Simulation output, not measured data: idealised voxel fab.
process module | voxel wiring stack
cross-section cut | 265 nm wide | cells 5 nm
A cross-section is a grid of square cells, given in bands from the top down. A band is one or more rows of cells.
Each band's line starts with the height of the band's top and of its bottom, in nm. Then come its materials from left to right, each with its width in nm. One material with "throughout" fills the band from edge to edge. "air" is empty space.
Height 0 is the level under which the wafer as received is all one material. The lowest band goes on downwards, as in "0 down".
A width such as "30 to 40" changes by the same amount from each row of cells to the next, from the band's top row to its bottom row.
"no change" after a step means that no cell of the cross-section changed.
closed voids: empty space of 8 cells or more with no open way to the top, each as width x height at its distance from the left edge, in nm
after a step's settings: what the simulator itself notes on the step
overlay nm, on a step with a mask: how far to the right of its planned place the mask lay; to the left if negative
Each pair below shows a cross-section before one step and the cross-section after it, down to the lowest band that changed. The line under each pair gives the step between them, with its settings. The pairs can come from different runs of this module on the same starting wafer, so a pair continues from the pair above only where its "before" says so.
before
  145 to 135: air 100 | aC 20 | air 20 | aC 20 | air 105
  135 to 110: W throughout
  110 to 105: TiN throughout
  105 to 90: lowk 100 | Ru 15 | lowk 25 | Ru 15 | lowk 110
  90 to 85: SiCN 100 | Ru 15 | SiCN 25 | Ru 15 | SiCN 110
  85 to 70: SiO2 95 | SiN 5 | Ru 20 | SiN 5 | SiO2 10 | SiN 5 | Ru 20 | SiN 5 | SiO2 100
  70 to 65: SiN 100 | TiN 20 | SiN 20 | TiN 20 | SiN 105
  65 to 45: lowk 100 | Ru 15 | lowk 150
  45 to 40: SiCN 100 | Ru 15 | SiCN 150
  40 to 15: lowk 105 | TiN 5 | W 5 | TiN 5 | lowk 25 | TiN 5 | W 5 | TiN 5 | lowk 105
  15 to 10: SiN 105 | TiN 15 | SiN 25 | TiN 15 | SiN 105
  10 to 0: SiO2 throughout
  0 down: Si throughout
  closed voids: none
after
  145 to 135: air 100 | aC 20 | air 20 | aC 20 | air 105
  135 to 110: air 100 | W 20 | air 20 | W 20 | air 105
  below 110: unchanged
  closed voids: none
the step between: op DIRECTIONAL_ETCH | etch materials W | depth nm 25
before: the cross-section after the pair above
after
  145 to 135: air 100 | aC 20 | air 20 | aC 20 | air 105
  135 to 110: air 100 | W 20 | air 20 | W 20 | air 105
  110 to 105: air 100 | TiN 20 | air 20 | TiN 20 | air 105
  below 105: unchanged
  closed voids: none
the step between: op DIRECTIONAL_ETCH | etch materials TiN | depth nm 5
before: the cross-section after the pair above
after
  135 to 110: air 100 | W 20 | air 20 | W 20 | air 105
  below 110: unchanged
  closed voids: none
the step between: op STRIP | etch materials aC
before: the cross-section after the pair above
after
  145 to 135: SiO2 throughout
  135 to 110: SiO2 100 | W 20 | SiO2 20 | W 20 | SiO2 105
  110 to 105: SiO2 100 | TiN 20 | SiO2 20 | TiN 20 | SiO2 105
  below 105: unchanged
  closed voids: none
the step between: op FILL_DEP | material SiO2 | thk nm 10
before: the cross-section after the pair above
after
  135 to 110: SiO2 100 | W 20 | SiO2 20 | W 20 | SiO2 105
  below 110: unchanged
  closed voids: none
the step between: op CMP | height nm 135
before: the cross-section after the pair above
after
  140 to 135: SiCN throughout
  below 135: unchanged
  closed voids: none
the step between: op CONFORMAL_DEP | material SiCN | thk nm 5
before
  145 to 135: aC throughout
  135 to 110: W throughout
  110 to 105: TiN throughout
  105 to 90: lowk 100 | Ru 15 | lowk 25 | Ru 15 | lowk 110
  90 to 85: SiCN 100 | Ru 15 | SiCN 25 | Ru 15 | SiCN 110
  85 to 70: SiO2 95 | SiN 5 | Ru 20 | SiN 5 | SiO2 10 | SiN 5 | Ru 20 | SiN 5 | SiO2 100
  70 to 65: SiN 100 | TiN 20 | SiN 20 | TiN 20 | SiN 105
  65 to 45: lowk 100 | Ru 15 | lowk 150
  45 to 40: SiCN 100 | Ru 15 | SiCN 150
  40 to 15: lowk 100 | TiN 5 | W 10 | TiN 5 | lowk 20 | TiN 5 | W 10 | TiN 5 | lowk 105
  15 to 10: SiN 100 | TiN 20 | SiN 20 | TiN 20 | SiN 105
  10 to 0: SiO2 throughout
  0 down: Si throughout
  closed voids: none
after
  175 to 145: air 110 | resist 20 | air 20 | resist 20 | air 95
  below 145: unchanged
  closed voids: none
the step between: op PATTERN | tone cover | mask id METAL_3 | material resist | width nm 20 | pitch nm 40 | thk nm 30 | overlay nm 10
before: the cross-section after the pair above
after
  165 to 145: air 110 | resist 20 | air 20 | resist 20 | air 95
  145 to 135: air 110 | aC 20 | air 20 | aC 20 | air 95
  below 135: unchanged
  closed voids: none
the step between: op DIRECTIONAL_ETCH | etch materials aC | depth nm 10
before: the cross-section after the pair above
after
  145 to 135: air 110 | aC 20 | air 20 | aC 20 | air 95
  below 135: unchanged
  closed voids: none
the step between: op STRIP | etch materials resist
before: the cross-section after the pair above
after
  145 to 135: air 110 | aC 20 | air 20 | aC 20 | air 95
  135 to 110: air 110 | W 20 | air 20 | W 20 | air 95
  below 110: unchanged
  closed voids: none
the step between: op DIRECTIONAL_ETCH | etch materials W | depth nm 25
before: the cross-section after the pair above
after
  145 to 135: air 110 | aC 20 | air 20 | aC 20 | air 95
  135 to 110: air 110 | W 20 | air 20 | W 20 | air 95
  110 to 105: air 110 | TiN 20 | air 20 | TiN 20 | air 95
  below 105: unchanged
  closed voids: none
the step between: op DIRECTIONAL_ETCH | etch materials TiN | depth nm 5
before: the cross-section after the pair above
after
  135 to 110: air 110 | W 20 | air 20 | W 20 | air 95
  below 110: unchanged
  closed voids: none
the step between: op STRIP | etch materials aC
before: the cross-section after the pair above
after
  145 to 135: SiO2 throughout
  135 to 110: SiO2 110 | W 20 | SiO2 20 | W 20 | SiO2 95
  110 to 105: SiO2 110 | TiN 20 | SiO2 20 | TiN 20 | SiO2 95
  below 105: unchanged
  closed voids: none
the step between: op FILL_DEP | material SiO2 | thk nm 10
before: the cross-section after the pair above
after
  135 to 110: SiO2 110 | W 20 | SiO2 20 | W 20 | SiO2 95
  below 110: unchanged
  closed voids: none
the step between: op CMP | height nm 135
before: the cross-section after the pair above
after
  140 to 135: SiCN throughout
  below 135: unchanged
  closed voids: none
the step between: op CONFORMAL_DEP | material SiCN | thk nm 5
before
  90 to 85: air 95 | SiN 30 | air 10 | SiN 30 | air 100
  85 to 70: air 95 | SiN 5 | Ru 20 | SiN 5 | air 10 | SiN 5 | Ru 20 | SiN 5 | air 100
  70 to 65: SiN 100 | TiN 20 | SiN 20 | TiN 20 | SiN 105
  65 to 45: lowk 100 | Ru 15 | lowk 150
  45 to 40: SiCN 100 | Ru 15 | SiCN 150
  40 to 15: lowk 100 | TiN 5 | W 10 | TiN 5 | lowk 20 | TiN 5 | W 10 | TiN 5 | lowk 105
  15 to 10: SiN 100 | TiN 20 | SiN 20 | TiN 20 | SiN 105
  10 to 0: SiO2 throughout
  0 down: Si throughout
  closed voids: none
after
  100 to 85: SiN throughout
  85 to 70: SiN 100 | Ru 20 | SiN 20 | Ru 20 | SiN 105
  below 70: unchanged
  closed voids: none
the step between: op FILL_DEP | material SiN | thk nm 10
before: the cross-section after the pair above
after
  85 to 70: SiN 100 | Ru 20 | SiN 20 | Ru 20 | SiN 105
  below 70: unchanged
  closed voids: none
the step between: op CMP | height nm 85
before: the cross-section after the pair above
after
  90 to 85: SiCN throughout
  below 85: unchanged
  closed voids: none
the step between: op CONFORMAL_DEP | material SiCN | thk nm 5
before: the cross-section after the pair above
after
  105 to 90: lowk throughout
  below 90: unchanged
  closed voids: none
the step between: op DIRECTIONAL_DEP | material lowk | thk nm 15
before: the cross-section after the pair above
after
  120 to 105: resist 100 | air 15 | resist 25 | air 15 | resist 110
  below 105: unchanged
  closed voids: none
the step between: op PATTERN | tone open | mask id PLUG_2 | material resist | width nm 15 | pitch nm 40 | thk nm 15 | overlay nm 0
before: the cross-section after the pair above
after
  120 to 105: resist 100 | air 15 | resist 25 | air 15 | resist 110
  105 to 90: lowk 100 | air 15 | lowk 25 | air 15 | lowk 110
  below 90: unchanged
  closed voids: none
the step between: op DIRECTIONAL_ETCH | etch materials lowk | depth nm 15
before: the cross-section after the pair above
after
  120 to 105: resist 100 | air 15 | resist 25 | air 15 | resist 110
  105 to 90: lowk 100 | air 15 | lowk 25 | air 15 | lowk 110
  90 to 85: SiCN 100 | air 15 | SiCN 25 | air 15 | SiCN 110
  below 85: unchanged
  closed voids: none
the step between: op DIRECTIONAL_ETCH | etch materials SiCN | depth nm 5
before: the cross-section after the pair above
after
  105 to 90: lowk 100 | air 15 | lowk 25 | air 15 | lowk 110
  below 90: unchanged
  closed voids: none
the step between: op STRIP | etch materials resist
before: the cross-section after the pair above
after
  105 to 95: lowk 100 | air 15 | lowk 25 | air 15 | lowk 110
  95 to 90: lowk 100 | Ru 15 | lowk 25 | Ru 15 | lowk 110
  90 to 85: SiCN 100 | Ru 15 | SiCN 25 | Ru 15 | SiCN 110
  below 85: unchanged
  closed voids: none
the step between: op EPI | material Ru | thk nm 10
before: the cross-section after the pair above
after
  105 to 90: lowk 100 | Ru 15 | lowk 25 | Ru 15 | lowk 110
  below 90: unchanged
  closed voids: none
the step between: op EPI | material Ru | thk nm 10
before: the cross-section after the pair above
after
  110 to 105: TiN throughout
  below 105: unchanged
  closed voids: none
the step between: op DIRECTIONAL_DEP | material TiN | thk nm 5
before: the cross-section after the pair above
after
  135 to 110: W throughout
  below 110: unchanged
  closed voids: none
the step between: op DIRECTIONAL_DEP | material W | thk nm 25
before: the cross-section after the pair above
after
  145 to 135: aC throughout
  below 135: unchanged
  closed voids: none
the step between: op DIRECTIONAL_DEP | material aC | thk nm 10
before: the cross-section after the pair above
after
  175 to 145: air 100 | resist 20 | air 20 | resist 20 | air 105
  below 145: unchanged
  closed voids: none
the step between: op PATTERN | tone cover | mask id METAL_3 | material resist | width nm 20 | pitch nm 40 | thk nm 30 | overlay nm 0
before: the cross-section after the pair above
after
  165 to 145: air 100 | resist 20 | air 20 | resist 20 | air 105
  145 to 135: air 100 | aC 20 | air 20 | aC 20 | air 105
  below 135: unchanged
  closed voids: none
the step between: op DIRECTIONAL_ETCH | etch materials aC | depth nm 10
before: the cross-section after the pair above
after
  145 to 135: air 100 | aC 20 | air 20 | aC 20 | air 105
  below 135: unchanged
  closed voids: none
the step between: op STRIP | etch materials resist
before: the cross-section after the pair above
after
  145 to 135: air 100 | aC 20 | air 20 | aC 20 | air 105
  135 to 110: air 100 | W 20 | air 20 | W 20 | air 105
  below 110: unchanged
  closed voids: none
the step between: op DIRECTIONAL_ETCH | etch materials W | depth nm 25
before: the cross-section after the pair above
after
  145 to 135: air 100 | aC 20 | air 20 | aC 20 | air 105
  135 to 110: air 100 | W 20 | air 20 | W 20 | air 105
  110 to 105: air 100 | TiN 20 | air 20 | TiN 20 | air 105
  below 105: unchanged
  closed voids: none
the step between: op DIRECTIONAL_ETCH | etch materials TiN | depth nm 5
before: the cross-section after the pair above
after
  135 to 110: air 100 | W 20 | air 20 | W 20 | air 105
  below 110: unchanged
  closed voids: none
the step between: op STRIP | etch materials aC
before: the cross-section after the pair above
after
  145 to 135: SiO2 throughout
  135 to 110: SiO2 100 | W 20 | SiO2 20 | W 20 | SiO2 105
  110 to 105: SiO2 100 | TiN 20 | SiO2 20 | TiN 20 | SiO2 105
  below 105: unchanged
  closed voids: none
the step between: op FILL_DEP | material SiO2 | thk nm 10
before: the cross-section after the pair above
after
  135 to 110: SiO2 100 | W 20 | SiO2 20 | W 20 | SiO2 105
  below 110: unchanged
  closed voids: none
the step between: op CMP | height nm 135
before: the cross-section after the pair above
after
  140 to 135: SiCN throughout
  below 135: unchanged
  closed voids: none
the step between: op CONFORMAL_DEP | material SiCN | thk nm 5
before
  105 to 90: lowk throughout
  90 to 85: SiCN throughout
  85 to 70: SiO2 95 | SiN 5 | Ru 20 | SiN 5 | SiO2 10 | SiN 5 | Ru 20 | SiN 5 | SiO2 100
  70 to 65: SiN 100 | TiN 20 | SiN 20 | TiN 20 | SiN 105
  65 to 45: lowk 100 | Ru 15 | lowk 150
  45 to 40: SiCN 100 | Ru 15 | SiCN 150
  40 to 15: lowk 100 | TiN 5 | W 10 | TiN 5 | lowk 20 | TiN 5 | W 10 | TiN 5 | lowk 105
  15 to 10: SiN 100 | TiN 20 | SiN 20 | TiN 20 | SiN 105
  10 to 0: SiO2 throughout
  0 down: Si throughout
  closed voids: none
after
  120 to 105: air 100 | resist 15 | air 25 | resist 15 | air 110
  below 105: unchanged
  closed voids: none
the step between: op PATTERN | tone cover | mask id PLUG_2 | material resist | width nm 15 | pitch nm 40 | thk nm 15 | overlay nm 0
before: the cross-section after the pair above
after
  120 to 105: air 100 | resist 15 | air 25 | resist 15 | air 110
  105 to 90: air 100 | lowk 15 | air 25 | lowk 15 | air 110
  below 90: unchanged
  closed voids: none
the step between: op DIRECTIONAL_ETCH | etch materials lowk | depth nm 15
before: the cross-section after the pair above
after
  120 to 105: air 100 | resist 15 | air 25 | resist 15 | air 110
  105 to 90: air 100 | lowk 15 | air 25 | lowk 15 | air 110
  90 to 85: air 100 | SiCN 15 | air 25 | SiCN 15 | air 110
  below 85: unchanged
  closed voids: none
the step between: op DIRECTIONAL_ETCH | etch materials SiCN | depth nm 5
before: the cross-section after the pair above
after
  105 to 90: air 100 | lowk 15 | air 25 | lowk 15 | air 110
  below 90: unchanged
  closed voids: none
the step between: op STRIP | etch materials resist
before: the cross-section after the pair above
after
  105 to 95: air 100 | lowk 15 | air 25 | lowk 15 | air 110
  95 to 90: air 100 | lowk 15 | Ru 15 | air 10 | lowk 15 | Ru 15 | air 95
  90 to 85: air 100 | SiCN 15 | Ru 15 | air 10 | SiCN 15 | Ru 15 | air 95
  below 85: unchanged
  closed voids: none
the step between: op EPI | material Ru | thk nm 10
before: the cross-section after the pair above
after
  105 to 90: air 100 | lowk 15 | Ru 25 | lowk 15 | Ru 25 | air 85
  90 to 85: air 100 | SiCN 15 | Ru 25 | SiCN 15 | Ru 25 | air 85
  below 85: unchanged
  closed voids: none
the step between: op EPI | material Ru | thk nm 10
before: the cross-section after the pair above
after
  110 to 105: air 100 | TiN 80 | air 85
  105 to 90: air 100 | lowk 15 | Ru 25 | lowk 15 | Ru 25 | air 85
  90 to 85: TiN 100 | SiCN 15 | Ru 25 | SiCN 15 | Ru 25 | TiN 85
  below 85: unchanged
  closed voids: none
the step between: op DIRECTIONAL_DEP | material TiN | thk nm 5
before: the cross-section after the pair above
after
  135 to 115: air 100 | W 80 | air 85
  115 to 110: W throughout
  110 to 105: W 100 | TiN 80 | W 85
  105 to 90: W 100 | lowk 15 | Ru 25 | lowk 15 | Ru 25 | W 85
  below 90: unchanged
  closed voids: none
the step between: op DIRECTIONAL_DEP | material W | thk nm 25
before: the cross-section after the pair above
after
  145 to 135: air 100 | aC 80 | air 85
  135 to 125: air 100 | W 80 | air 85
  125 to 115: aC 100 | W 80 | aC 85
  below 115: unchanged
  closed voids: none
the step between: op DIRECTIONAL_DEP | material aC | thk nm 10
before: the cross-section after the pair above
after
  175 to 145: air 100 | resist 20 | air 20 | resist 20 | air 105
  below 145: unchanged
  closed voids: none
the step between: op PATTERN | tone cover | mask id METAL_3 | material resist | width nm 20 | pitch nm 40 | thk nm 30 | overlay nm 0
before: the cross-section after the pair above
after
  165 to 145: air 100 | resist 20 | air 20 | resist 20 | air 105
  145 to 135: air 100 | aC 20 | air 20 | aC 20 | air 105
  135 to 115: air 100 | W 80 | air 85
  below 115: unchanged
  closed voids: none
the step between: op DIRECTIONAL_ETCH | etch materials aC | depth nm 10
before: the cross-section after the pair above
after
  145 to 135: air 100 | aC 20 | air 20 | aC 20 | air 105
  below 135: unchanged
  closed voids: none
the step between: op STRIP | etch materials resist
before: the cross-section after the pair above
after
  145 to 135: air 100 | aC 20 | air 20 | aC 20 | air 105
  135 to 110: air 100 | W 20 | air 20 | W 20 | air 105
  110 to 105: air 100 | TiN 80 | air 85
  105 to 90: air 100 | lowk 15 | Ru 25 | lowk 15 | Ru 25 | air 85
  below 90: unchanged
  closed voids: none
the step between: op DIRECTIONAL_ETCH | etch materials W | depth nm 25
before: the cross-section after the pair above
after
  145 to 135: air 100 | aC 20 | air 20 | aC 20 | air 105
  135 to 110: air 100 | W 20 | air 20 | W 20 | air 105
  110 to 105: air 100 | TiN 20 | air 20 | TiN 20 | air 105
  105 to 90: air 100 | lowk 15 | Ru 25 | lowk 15 | Ru 25 | air 85
  90 to 85: air 100 | SiCN 15 | Ru 25 | SiCN 15 | Ru 25 | air 85
  below 85: unchanged
  closed voids: none
the step between: op DIRECTIONAL_ETCH | etch materials TiN | depth nm 5
before: the cross-section after the pair above
after
  135 to 110: air 100 | W 20 | air 20 | W 20 | air 105
  below 110: unchanged
  closed voids: none
the step between: op STRIP | etch materials aC
before: the cross-section after the pair above
after
  145 to 135: SiO2 throughout
  135 to 110: SiO2 100 | W 20 | SiO2 20 | W 20 | SiO2 105
  110 to 105: SiO2 100 | TiN 20 | SiO2 20 | TiN 20 | SiO2 105
  105 to 90: SiO2 100 | lowk 15 | Ru 25 | lowk 15 | Ru 25 | SiO2 85
  90 to 85: SiO2 100 | SiCN 15 | Ru 25 | SiCN 15 | Ru 25 | SiO2 85
  below 85: unchanged
  closed voids: none
the step between: op FILL_DEP | material SiO2 | thk nm 10
before: the cross-section after the pair above
after
  135 to 110: SiO2 100 | W 20 | SiO2 20 | W 20 | SiO2 105
  below 110: unchanged
  closed voids: none
the step between: op CMP | height nm 135
before: the cross-section after the pair above
after
  140 to 135: SiCN throughout
  below 135: unchanged
  closed voids: none
the step between: op CONFORMAL_DEP | material SiCN | thk nm 5
